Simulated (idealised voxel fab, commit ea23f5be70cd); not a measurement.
The name of this process module is voxel wiring stack.
FYI the section here is cut, 155 nm wide, cells are 5 nm squares.
A cross-section is written here as square cells arranged in a grid, and it is given in bands from the top down, each band taking up one or more rows of cells.
This entry defines a band. It first specifies the height of the band's top and the height of its bottom in nm, and then specifies the band's materials from left to right, stating each material with its width in nm. The word "everywhere" identifies a single material that fills the band from edge to edge, while the word "air" identifies empty space.
It should be noted that heights are counted from 0, beneath which the wafer as supplied is of one material throughout, and that the lowest band possesses no lower boundary but continues downward, as written in "0 and below".
Top row gets the first number, bottom row gets the second, and each row in between changes by the same step: that is how a band width like "30 to 40" works.
Where a step carries "no modifications", the cross-section came out of it unchanged, cell for cell.
"Enclosed internal voids": sealed empty spaces, 8 cells or more, no open way to top, listed width x height at distance, with distance from the left edge and width, height and distance in nm.
Note: text after step settings on the step line = simulator remark on that step.
overlay nm: on a step with a mask, how far right of its planned place the mask lay; negative means left.

THESE ARE THE STEPS WE PLANNED FOR THE PROCESS
1) RECEIVE with material Si
2) CONFORMAL_DEP with material SiO2, thk nm 15
3) CONFORMAL_DEP with material SiCN, thk nm 5
4) DIRECTIONAL_DEP with material lowk, thk nm 20
5) PATTERN with tone open, mask id METAL_1, material resist, width nm 20, pitch nm 40, thk nm 20, overlay nm 0
6) DIRECTIONAL_ETCH with etch materials lowk, depth nm 20
7) DIRECTIONAL_ETCH with etch materials SiCN, depth nm 5
8) STRIP with etch materials resist
9) CONFORMAL_DEP with material TiN, thk nm 5
10) FILL_DEP with material W, thk nm 10
11) CMP with height nm 40
12) CONFORMAL_DEP with material SiCN, thk nm 5
13) DIRECTIONAL_DEP with material lowk, thk nm 15
14) MASKED_ETCH with tone open, mask id PLUG_1, width nm 15, pitch nm 40, etch materials lowk, depth nm 15, overlay nm 0
15) MASKED_ETCH with tone open, mask id PLUG_1, width nm 15, pitch nm 40, etch materials SiCN, depth nm 5, overlay nm 0
16) EPI with material Ru, thk nm 10
17) EPI with material Ru, thk nm 10
18) CONFORMAL_DEP with material SiCN, thk nm 5
19) DIRECTIONAL_DEP with material SiO2, thk nm 15
20) DIRECTIONAL_DEP with material aC, thk nm 10
21) PATTERN with tone open, mask id METAL_2, material resist, width nm 20, pitch nm 40, thk nm 25, overlay nm 0
22) DIRECTIONAL_ETCH with etch materials aC, depth nm 10
23) STRIP with etch materials resist
24) DIRECTIONAL_ETCH with etch materials SiO2, depth nm 25
25) DIRECTIONAL_ETCH with etch materials SiCN, depth nm 5
26) STRIP with etch materials aC
27) CONFORMAL_DEP with material TiN, thk nm 5
28) FILL_DEP with material W, thk nm 10
29) CMP with height nm 90
30) CONFORMAL_DEP with material SiCN, thk nm 5
31) DIRECTIONAL_DEP with material SiO2, thk nm 15
32) MASKED_ETCH with tone open, mask id PLUG_2, width nm 15, pitch nm 40, etch materials SiO2, depth nm 15, overlay nm 0
33) MASKED_ETCH with tone open, mask id PLUG_2, width nm 15, pitch nm 40, etch materials SiCN, depth nm 5, overlay nm 0
34) EPI with material Ru, thk nm 10
35) EPI with material Ru, thk nm 10
36) CONFORMAL_DEP with material SiCN, thk nm 5
37) DIRECTIONAL_DEP with material lowk, thk nm 15
38) DIRECTIONAL_DEP with material aC, thk nm 10
39) PATTERN with tone open, mask id METAL_3, material resist, width nm 20, pitch nm 40, thk nm 30, overlay nm 0
40) DIRECTIONAL_ETCH with etch materials aC, depth nm 10
41) STRIP with etch materials resist
42) DIRECTIONAL_ETCH with etch materials lowk, depth nm 15
43) DIRECTIONAL_ETCH with etch materials SiCN, depth nm 5
44) STRIP with etch materials aC
45) CONFORMAL_DEP with material TiN, thk nm 5
46) FILL_DEP with material Cu, thk nm 5
47) CMP with height nm 130
48) EPI with material Ru, thk nm 5
49) FILL_DEP with material SiCN, thk nm 5
The wafers in this document start out alike and differ in the thk nm applied at step 19; the plan shows the value used for the first wafer.

THE AS-RECEIVED CROSS-SECTION OF THE FIRST OF SEVERAL WAFERS CORRESPONDS TO THE STATE AFTER STEP 1
> 0 and below | Si everywhere
> Enclosed internal voids: none

CROSS-SECTION AFTER STEP 49, THE FINAL STEP OF THE MODULE, FOR THE FIRST OF SEVERAL WAFERS
> 140 down to 135 | SiCN everywhere
> 135 down to 130 | SiCN (20)  Ru (30)  SiCN (10)  Ru (30)  SiCN (10)  Ru (30)  SiCN (25)
> 130 down to 115 | lowk (25)  TiN (5)  Cu (10)  TiN (5)  lowk (20)  TiN (5)  Cu (10)  TiN (5)  lowk (20)  TiN (5)  Cu (10)  TiN (5)  lowk (30)
> 115 down to 110 | SiCN (25)  TiN (20)  SiCN (20)  TiN (20)  SiCN (20)  TiN (20)  SiCN (30)
> 110 down to 95 | SiO2 (25)  Ru (15)  SiO2 (25)  Ru (15)  SiO2 (25)  Ru (15)  SiO2 (35)
> 95 down to 90 | SiCN (25)  Ru (15)  SiCN (25)  Ru (15)  SiCN (25)  Ru (15)  SiCN (35)
> 90 down to 85 | W everywhere
> 85 down to 80 | TiN (30)  W (10)  TiN (30)  W (10)  TiN (30)  W (10)  TiN (35)
> 80 down to 65 | SiO2 (25)  TiN (5)  W (10)  TiN (5)  SiO2 (20)  TiN (5)  W (10)  TiN (5)  SiO2 (20)  TiN (5)  W (10)  TiN (5)  SiO2 (30)
> 65 down to 60 | SiCN (25)  TiN (20)  SiCN (20)  TiN (20)  SiCN (20)  TiN (20)  SiCN (30)
> 60 down to 45 | lowk (25)  Ru (15)  lowk (25)  Ru (15)  lowk (25)  Ru (15)  lowk (35)
> 45 down to 40 | SiCN (25)  Ru (15)  SiCN (25)  Ru (15)  SiCN (25)  Ru (15)  SiCN (35)
> 40 down to 20 | lowk (25)  TiN (5)  W (10)  TiN (5)  lowk (20)  TiN (5)  W (10)  TiN (5)  lowk (20)  TiN (5)  W (10)  TiN (5)  lowk (30)
> 20 down to 15 | SiCN (25)  TiN (20)  SiCN (20)  TiN (20)  SiCN (20)  TiN (20)  SiCN (30)
> 15 down to 0 | SiO2 everywhere
> 0 and below | Si everywhere
> Enclosed internal voids: none

AT THE END OF THE MODULE, THE LAST OF SEVERAL WAFERS IN CROSS-SECTION
> 140 down to 135 | SiCN everywhere
> 135 down to 130 | SiCN (20)  Ru (30)  SiCN (10)  Ru (30)  SiCN (10)  Ru (30)  SiCN (25)
> 130 down to 115 | lowk (25)  TiN (5)  Cu (10)  TiN (5)  lowk (20)  TiN (5)  Cu (10)  TiN (5)  lowk (20)  TiN (5)  Cu (10)  TiN (5)  lowk (30)
> 115 down to 110 | SiCN (25)  TiN (20)  SiCN (20)  TiN (20)  SiCN (20)  TiN (20)  SiCN (30)
> 110 down to 95 | SiO2 (25)  Ru (15)  SiO2 (25)  Ru (15)  SiO2 (25)  Ru (15)  SiO2 (35)
> 95 down to 90 | SiCN (25)  Ru (15)  SiCN (25)  Ru (15)  SiCN (25)  Ru (15)  SiCN (35)
> 90 down to 85 | SiO2 (25)  TiN (5)  W (10)  TiN (5)  SiO2 (20)  TiN (5)  W (10)  TiN (5)  SiO2 (20)  TiN (5)  W (10)  TiN (5)  SiO2 (30)
> 85 down to 80 | SiO2 (25)  TiN (20)  SiO2 (20)  TiN (20)  SiO2 (20)  TiN (20)  SiO2 (30)
> 80 down to 65 | SiO2 everywhere
> 65 down to 60 | SiCN everywhere
> 60 down to 45 | lowk (25)  Ru (15)  lowk (25)  Ru (15)  lowk (25)  Ru (15)  lowk (35)
> 45 down to 40 | SiCN (25)  Ru (15)  SiCN (25)  Ru (15)  SiCN (25)  Ru (15)  SiCN (35)
> 40 down to 20 | lowk (25)  TiN (5)  W (10)  TiN (5)  lowk (20)  TiN (5)  W (10)  TiN (5)  lowk (20)  TiN (5)  W (10)  TiN (5)  lowk (30)
> 20 down to 15 | SiCN (25)  TiN (20)  SiCN (20)  TiN (20)  SiCN (20)  TiN (20)  SiCN (30)
> 15 down to 0 | SiO2 everywhere
> 0 and below | Si everywhere
> Enclosed internal voids: none

PER WAFER (ROW), END OF MODULE: DELTA IN CELLS PER MATERIAL SINCE RECEIPT, (+) FOR GAINED, (-) FOR LOST; CLOSED VOIDS AFTER THAT
thk nm 15; +18 Cu; +90 Ru; +145 SiCN; +216 SiO2; +121 TiN; +79 W; +199 lowk; Enclosed internal voids: none
thk nm 20; +18 Cu; +90 Ru; +145 SiCN; +235 SiO2; +127 TiN; +54 W; +199 lowk; Enclosed internal voids: none
thk nm 25; +18 Cu; +90 Ru; +145 SiCN; +254 SiO2; +108 TiN; +54 W; +199 lowk; Enclosed internal voids: none
thk nm 30; +18 Cu; +90 Ru; +157 SiCN; +266 SiO2; +96 TiN; +42 W; +199 lowk; Enclosed internal voids: none
thk nm 35; +18 Cu; +90 Ru; +157 SiCN; +278 SiO2; +90 TiN; +36 W; +199 lowk; Enclosed internal voids: none
thk nm 40; +18 Cu; +90 Ru; +157 SiCN; +290 SiO2; +84 TiN; +30 W; +199 lowk; Enclosed internal voids: none
